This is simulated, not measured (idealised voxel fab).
process module | voxel transistor to metal
cross-section cut | 160 nm wide | cells 5 nm
A cross-section is a grid of square cells, given in bands from the top down. A band is one or more rows of cells.
Each band's line starts with the height of the band's top and of its bottom, in nm. Then come its materials from left to right, each with its width in nm. One material with "throughout" fills the band from edge to edge. "air" is empty space.
Height 0 is the level under which the wafer as received is all one material. The lowest band goes on downwards, as in "0 down".
A width such as "30 to 40" changes by the same amount from each row of cells to the next, from the band's top row to its bottom row.
"no change" after a step means that no cell of the cross-section changed.
closed voids: empty space of 8 cells or more with no open way to the top, each as width x height at its distance from the left edge, in nm
after a step's settings: what the simulator itself notes on the step
overlay nm, on a step with a mask: how far to the right of its planned place the mask lay; to the left if negative
plan
1 op RECEIVE | material Si
2 op OXIDIZE | depth nm 5
3 op CONFORMAL_DEP | material SiN | thk nm 15
4 op PATTERN | tone cover | mask id ACTIVE | material resist | width nm 120 | thk nm 15 | overlay nm 0
5 op DIRECTIONAL_ETCH | etch materials SiN | depth nm 15
6 op DIRECTIONAL_ETCH | etch materials SiO2 | depth nm 5
7 op DIRECTIONAL_ETCH | etch materials Si | depth nm 35
8 op STRIP | etch materials resist
9 op OXIDIZE | depth nm 5
10 op FILL_DEP | material SiO2 | thk nm 5
11 op CMP | height nm 15
12 op SELECTIVE_ETCH | etch materials SiO2 | depth nm 5
13 op STRIP | etch materials SiN
14 op SELECTIVE_ETCH | etch materials SiO2 | depth nm 5
15 op OXIDIZE | depth nm 5
16 op DIRECTIONAL_DEP | material polySi | thk nm 20
17 op DIRECTIONAL_DEP | material SiCN | thk nm 10
18 op MASKED_ETCH | tone cover | mask id GATE | width nm 30 | etch materials SiCN | depth nm 20 | overlay nm 0
19 op MASKED_ETCH | tone cover | mask id GATE | width nm 30 | etch materials polySi | depth nm 30 | overlay nm 0
20 op CONFORMAL_DEP | material SiO2 | thk nm 5
21 op DIRECTIONAL_ETCH | etch materials SiO2 | depth nm 5
22 op CONFORMAL_DEP | material SiN | thk nm 5
23 op DIRECTIONAL_ETCH | etch materials SiN | depth nm 5
24 op DIRECTIONAL_ETCH | etch materials SiO2 | depth nm 5
25 op DIRECTIONAL_ETCH | etch materials Si | depth nm 15
26 op EPI | material SiGe | thk nm 20
27 op FILL_DEP | material SiO2 | thk nm 10
28 op CMP | height nm 15
29 op STRIP | etch materials polySi
30 op SELECTIVE_ETCH | etch materials SiO2 | depth nm 5
31 op CONFORMAL_DEP | material HfO2 | thk nm 5
32 op CONFORMAL_DEP | material TiN | thk nm 5
33 op FILL_DEP | material W | thk nm 10
34 op CMP | height nm 10
35 op DIRECTIONAL_DEP | material SiO2 | thk nm 10
36 op PATTERN | tone open | mask id CONTACT | material resist | width nm 20 | pitch nm 90 | thk nm 15 | overlay nm 0
37 op DIRECTIONAL_ETCH | etch materials SiO2 | depth nm 25
38 op STRIP | etch materials resist
39 op CONFORMAL_DEP | material TiN | thk nm 5
40 op FILL_DEP | material W | thk nm 5
41 op CMP | height nm 20
42 op DIRECTIONAL_DEP | material TiN | thk nm 5
43 op DIRECTIONAL_DEP | material W | thk nm 20
44 op PATTERN | tone cover | mask id METAL_1 | material resist | width nm 20 | pitch nm 90 | thk nm 20 | overlay nm 0
45 op DIRECTIONAL_ETCH | etch materials W | depth nm 20
46 op DIRECTIONAL_ETCH | etch materials TiN | depth nm 5
47 op STRIP | etch materials resist
48 op CONFORMAL_DEP | material SiN | thk nm 5
49 op FILL_DEP | material SiO2 | thk nm 10
50 op CMP | height nm 45
51 op CONFORMAL_DEP | material SiCN | thk nm 5
52 op DIRECTIONAL_DEP | material SiO2 | thk nm 35
53 op PATTERN | tone open | mask id METAL_2_HOLES | material resist | width nm 15 | pitch nm 90 | thk nm 20 | overlay nm 0
54 op DIRECTIONAL_ETCH | etch materials SiO2 | depth nm 35
55 op STRIP | etch materials resist
56 op PATTERN | tone open | mask id METAL_2 | material resist | width nm 20 | pitch nm 90 | thk nm 15 | overlay nm 0
57 op DIRECTIONAL_ETCH | etch materials SiO2 | depth nm 20
58 op DIRECTIONAL_ETCH | etch materials SiCN | depth nm 5
59 op STRIP | etch materials resist
60 op CONFORMAL_DEP | material TiN | thk nm 5
61 op FILL_DEP | material Cu | thk nm 10
62 op CMP | height nm 85
63 op CONFORMAL_DEP | material SiCN | thk nm 5
as received, after step 1
  0 down: Si throughout
  closed voids: none
first wafer at the end, as planned
  90 to 85: SiCN throughout
  85 to 70: SiO2 25 | TiN 5 | Cu 10 | TiN 5 | SiO2 70 | TiN 5 | Cu 10 | TiN 5 | SiO2 25
  70 to 65: SiO2 25 | TiN 5 | Cu 5 | TiN 10 | SiO2 70 | TiN 5 | Cu 5 | TiN 10 | SiO2 25
  65 to 50: SiO2 25 | TiN 5 | Cu 5 | TiN 5 | SiO2 75 | TiN 5 | Cu 5 | TiN 5 | SiO2 30
  50 to 45: SiCN 25 | TiN 15 | SiCN 75 | TiN 15 | SiCN 30
  45 to 25: SiO2 20 | SiN 5 | W 20 | SiN 5 | SiO2 60 | SiN 5 | W 20 | SiN 5 | SiO2 20
  25 to 20: SiN 25 | TiN 20 | SiN 70 | TiN 20 | SiN 25
  20 to 15: SiO2 25 | TiN 5 | W 10 | TiN 5 | SiO2 70 | TiN 5 | W 10 | TiN 5 | SiO2 25
  15 to 10: SiO2 25 | TiN 20 | SiO2 70 | TiN 20 | SiO2 25
  10 to 5: SiO2 25 | TiN 10 | SiGe 20 | SiN 5 | HfO2 5 | TiN 5 | W 20 | TiN 5 | HfO2 5 | SiN 5 | SiGe 20 | TiN 10 | SiO2 25
  5 to 0: SiO2 20 | SiN 5 | TiN 10 | SiGe 20 | SiN 5 | HfO2 5 | TiN 5 | W 20 | TiN 5 | HfO2 5 | SiN 5 | SiGe 20 | TiN 10 | SiN 5 | SiO2 20
  0 to -5: SiO2 20 | SiN 5 | TiN 10 | SiGe 20 | SiN 5 | HfO2 5 | TiN 30 | HfO2 5 | SiN 5 | SiGe 20 | TiN 10 | SiN 5 | SiO2 20
  -5 to -10: SiO2 25 | SiGe 30 | SiO2 5 | HfO2 40 | SiO2 5 | SiGe 30 | SiO2 25
  -10 to -25: SiO2 25 | SiGe 30 | Si 50 | SiGe 30 | SiO2 25
  -25 to -45: SiO2 25 | Si 110 | SiO2 25
  -45 down: Si throughout
  closed voids: none
second wafer at the end: like start, like plan, one mistake
  90 to 85: SiCN throughout
  85 to 70: SiO2 25 | TiN 5 | Cu 10 | TiN 5 | SiO2 70 | TiN 5 | Cu 10 | TiN 5 | SiO2 25
  70 to 65: SiO2 25 | TiN 5 | Cu 5 | TiN 10 | SiO2 70 | TiN 5 | Cu 5 | TiN 10 | SiO2 25
  65 to 50: SiO2 25 | TiN 5 | Cu 5 | TiN 5 | SiO2 75 | TiN 5 | Cu 5 | TiN 5 | SiO2 30
  50 to 45: SiCN 25 | TiN 15 | SiCN 75 | TiN 15 | SiCN 30
  45 to 25: SiO2 20 | SiN 5 | W 20 | SiN 5 | SiO2 60 | SiN 5 | W 20 | SiN 5 | SiO2 20
  25 to 20: SiN 25 | TiN 20 | SiN 70 | TiN 20 | SiN 25
  20 to 15: SiO2 25 | TiN 5 | W 10 | TiN 5 | SiO2 70 | TiN 5 | W 10 | TiN 5 | SiO2 25
  15 to 10: SiO2 25 | TiN 20 | SiO2 70 | TiN 20 | SiO2 25
  10 to 5: SiO2 25 | TiN 10 | SiGe 20 | SiN 5 | TiN 5 | W 30 | TiN 5 | SiN 5 | SiGe 20 | TiN 10 | SiO2 25
  5 to -5: SiO2 20 | SiN 5 | TiN 10 | SiGe 20 | SiN 5 | TiN 5 | W 30 | TiN 5 | SiN 5 | SiGe 20 | TiN 10 | SiN 5 | SiO2 20
  -5 to -10: SiO2 25 | SiGe 30 | SiO2 5 | TiN 40 | SiO2 5 | SiGe 30 | SiO2 25
  -10 to -25: SiO2 25 | SiGe 30 | Si 50 | SiGe 30 | SiO2 25
  -25 to -45: SiO2 25 | Si 110 | SiO2 25
  -45 down: Si throughout
  closed voids: none
what went wrong: step 31 was left out
at the end the second wafer has, in cells: 14 fewer of HfO2 | 4 more of TiN | 10 more of W
